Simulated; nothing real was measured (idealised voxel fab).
process module | voxel transistor to metal
cross-section cut | 300 nm wide | cells 5 nm
A cross-section is a grid of square cells, given in bands from the top down. A band is one or more rows of cells.
Each band's line starts with the height of the band's top and of its bottom, in nm. Then come its materials from left to right, each with its width in nm. One material with "throughout" fills the band from edge to edge. "air" is empty space.
Height 0 is the level under which the wafer as received is all one material. The lowest band goes on downwards, as in "0 down".
A width such as "30 to 40" changes by the same amount from each row of cells to the next, from the band's top row to its bottom row.
"no change" after a step means that no cell of the cross-section changed.
closed voids: empty space of 8 cells or more with no open way to the top, each as width x height at its distance from the left edge, in nm
after a step's settings: what the simulator itself notes on the step
overlay nm, on a step with a mask: how far to the right of its planned place the mask lay; to the left if negative
plan
1 op RECEIVE | material Si
2 op OXIDIZE | depth nm 5
3 op CONFORMAL_DEP | material SiN | thk nm 10
4 op MASKED_ETCH | tone cover | mask id ACTIVE | width nm 105 | pitch nm 130 | etch materials SiN | depth nm 10 | overlay nm 0
5 op MASKED_ETCH | tone cover | mask id ACTIVE | width nm 105 | pitch nm 130 | etch materials SiO2 | depth nm 5 | overlay nm 0
6 op MASKED_ETCH | tone cover | mask id ACTIVE | width nm 105 | pitch nm 130 | etch materials Si | depth nm 30 | overlay nm 0
7 op FILL_DEP | material SiO2 | thk nm 15
8 op CMP | height nm 10
9 op SELECTIVE_ETCH | etch materials SiO2 | depth nm 5
10 op STRIP | etch materials SiN
11 op SELECTIVE_ETCH | etch materials SiO2 | depth nm 5
12 op OXIDIZE | depth nm 5
13 op DIRECTIONAL_DEP | material polySi | thk nm 30
14 op DIRECTIONAL_DEP | material SiCN | thk nm 15
15 op MASKED_ETCH | tone cover | mask id GATE | width nm 15 | pitch nm 130 | etch materials SiCN | depth nm 25 | overlay nm 0
16 op MASKED_ETCH | tone cover | mask id GATE | width nm 15 | pitch nm 130 | etch materials polySi | depth nm 40 | overlay nm 0
17 op CONFORMAL_DEP | material SiN | thk nm 10
18 op DIRECTIONAL_ETCH | etch materials SiN | depth nm 10
19 op DIRECTIONAL_ETCH | etch materials SiO2 | depth nm 5
20 op EPI | material SiGe | thk nm 5
21 op FILL_DEP | material SiO2 | thk nm 5
22 op CMP | height nm 40
23 op DIRECTIONAL_DEP | material SiO2 | thk nm 10
24 op DIRECTIONAL_DEP | material aC | thk nm 10
25 op PATTERN | tone open | mask id CONTACT | material resist | width nm 30 | thk nm 25 | overlay nm 0
26 op DIRECTIONAL_ETCH | etch materials aC | depth nm 10
27 op STRIP | etch materials resist
28 op DIRECTIONAL_ETCH | etch materials SiO2 | depth nm 55
29 op STRIP | etch materials aC
30 op CONFORMAL_DEP | material TiN | thk nm 5
31 op FILL_DEP | material W | thk nm 5
32 op CMP | height nm 50
33 op CONFORMAL_DEP | material SiN | thk nm 5
34 op DIRECTIONAL_DEP | material lowk | thk nm 25
35 op DIRECTIONAL_DEP | material aC | thk nm 15
36 op PATTERN | tone open | mask id METAL_1 | material resist | width nm 20 | pitch nm 65 | thk nm 35 | overlay nm 0
37 op DIRECTIONAL_ETCH | etch materials aC | depth nm 15
38 op STRIP | etch materials resist
39 op DIRECTIONAL_ETCH | etch materials lowk | depth nm 25
40 op DIRECTIONAL_ETCH | etch materials SiN | depth nm 5
41 op STRIP | etch materials aC
42 op CONFORMAL_DEP | material TiN | thk nm 5
43 op FILL_DEP | material Ru | thk nm 10
44 op CMP | height nm 80
45 op EPI | material Ru | thk nm 5
46 op FILL_DEP | material SiCN | thk nm 5
as received, after step 1
  0 down: Si throughout
  closed voids: none
first wafer at the end, as planned
  90 to 85: SiCN throughout
  85 to 80: SiCN 35 | Ru 30 | SiCN 35 | Ru 30 | SiCN 35 | Ru 30 | SiCN 35 | Ru 30 | SiCN 40
  80 to 55: lowk 40 | TiN 5 | Ru 10 | TiN 5 | lowk 45 | TiN 5 | Ru 10 | TiN 5 | lowk 45 | TiN 5 | Ru 10 | TiN 5 | lowk 45 | TiN 5 | Ru 10 | TiN 5 | lowk 45
  55 to 50: SiN 40 | TiN 20 | SiN 45 | TiN 20 | SiN 45 | TiN 20 | SiN 45 | TiN 20 | SiN 45
  50 to 40: SiO2 40 | TiN 5 | W 20 to 15 | TiN 5 to 10 | SiO2 25 | TiN 5 to 10 | W 20 to 15 | TiN 5 | SiO2 45 | TiN 5 | W 20 to 15 | TiN 5 to 10 | SiO2 25 | TiN 5 to 10 | W 20 to 15 | TiN 5 | SiO2 45
  40 to 25: SiO2 40 | TiN 5 | W 15 | TiN 5 | SiN 10 | SiCN 15 | SiN 10 | TiN 5 | W 15 | TiN 5 | SiO2 45 | TiN 5 | W 15 | TiN 5 | SiN 10 | SiCN 15 | SiN 10 | TiN 5 | W 15 | TiN 5 | SiO2 45
  25 to 0: SiO2 40 | TiN 5 | W 15 | TiN 5 | SiN 10 | polySi 15 | SiN 10 | TiN 5 | W 15 | TiN 5 | SiO2 45 | TiN 5 | W 15 | TiN 5 | SiN 10 | polySi 15 | SiN 10 | TiN 5 | W 15 | TiN 5 | SiO2 45
  0 to -5: SiO2 25 | SiN 10 | SiO2 5 | TiN 25 | SiN 10 | polySi 15 | SiN 10 | TiN 25 | SiO2 5 | SiN 10 | SiO2 15 | SiN 10 | SiO2 5 | TiN 25 | SiN 10 | polySi 15 | SiN 10 | TiN 25 | SiO2 5 | SiN 10 | SiO2 30
  -5 to -10: SiO2 35 | SiGe 30 | SiO2 35 | SiGe 30 | SiO2 35 | SiGe 30 | SiO2 35 | SiGe 30 | SiO2 40
  -10 to -35: SiO2 30 | Si 105 | SiO2 25 | Si 105 | SiO2 35
  -35 down: Si throughout
  closed voids: none
second wafer at the end: like start, like plan, one mistake
  90 to 85: SiCN throughout
  85 to 80: SiCN 35 | Ru 30 | SiCN 35 | Ru 30 | SiCN 35 | Ru 30 | SiCN 35 | Ru 30 | SiCN 40
  80 to 55: lowk 40 | TiN 5 | Ru 10 | TiN 5 | lowk 45 | TiN 5 | Ru 10 | TiN 5 | lowk 45 | TiN 5 | Ru 10 | TiN 5 | lowk 45 | TiN 5 | Ru 10 | TiN 5 | lowk 45
  55 to 50: SiN 40 | TiN 20 | SiN 45 | TiN 20 | SiN 45 | TiN 20 | SiN 45 | TiN 20 | SiN 45
  50 to 40: SiO2 45 | TiN 5 | W 10 | TiN 5 | SiO2 35 | TiN 5 | W 10 | TiN 5 | SiO2 55 | TiN 5 | W 10 | TiN 5 | SiO2 35 | TiN 5 | W 10 | TiN 5 | SiO2 50
  40 to 25: SiO2 45 | TiN 5 | W 10 | TiN 5 | SiN 10 | SiCN 15 | SiN 10 | TiN 5 | W 10 | TiN 5 | SiO2 55 | TiN 5 | W 10 | TiN 5 | SiN 10 | SiCN 15 | SiN 10 | TiN 5 | W 10 | TiN 5 | SiO2 50
  25 to 0: SiO2 45 | TiN 5 | W 10 | TiN 5 | SiN 10 | polySi 15 | SiN 10 | TiN 5 | W 10 | TiN 5 | SiO2 55 | TiN 5 | W 10 | TiN 5 | SiN 10 | polySi 15 | SiN 10 | TiN 5 | W 10 | TiN 5 | SiO2 50
  0 to -5: SiO2 25 | SiN 10 | SiO2 10 | TiN 20 | SiN 10 | polySi 15 | SiN 10 | TiN 20 | SiO2 10 | SiN 10 | SiO2 15 | SiN 10 | SiO2 10 | TiN 20 | SiN 10 | polySi 15 | SiN 10 | TiN 20 | SiO2 10 | SiN 10 | SiO2 30
  -5 to -10: SiO2 35 | SiGe 30 | SiO2 35 | SiGe 30 | SiO2 35 | SiGe 30 | SiO2 35 | SiGe 30 | SiO2 40
  -10 to -35: SiO2 30 | Si 105 | SiO2 25 | Si 105 | SiO2 35
  -35 down: Si throughout
  closed voids: none
what went wrong: step 25 ran as: op PATTERN | tone open | mask id CONTACT | material resist | width nm 20 | thk nm 25 | overlay nm 0
at the end the second wafer has, in cells: 52 more of SiO2 | 8 fewer of TiN | 44 fewer of W
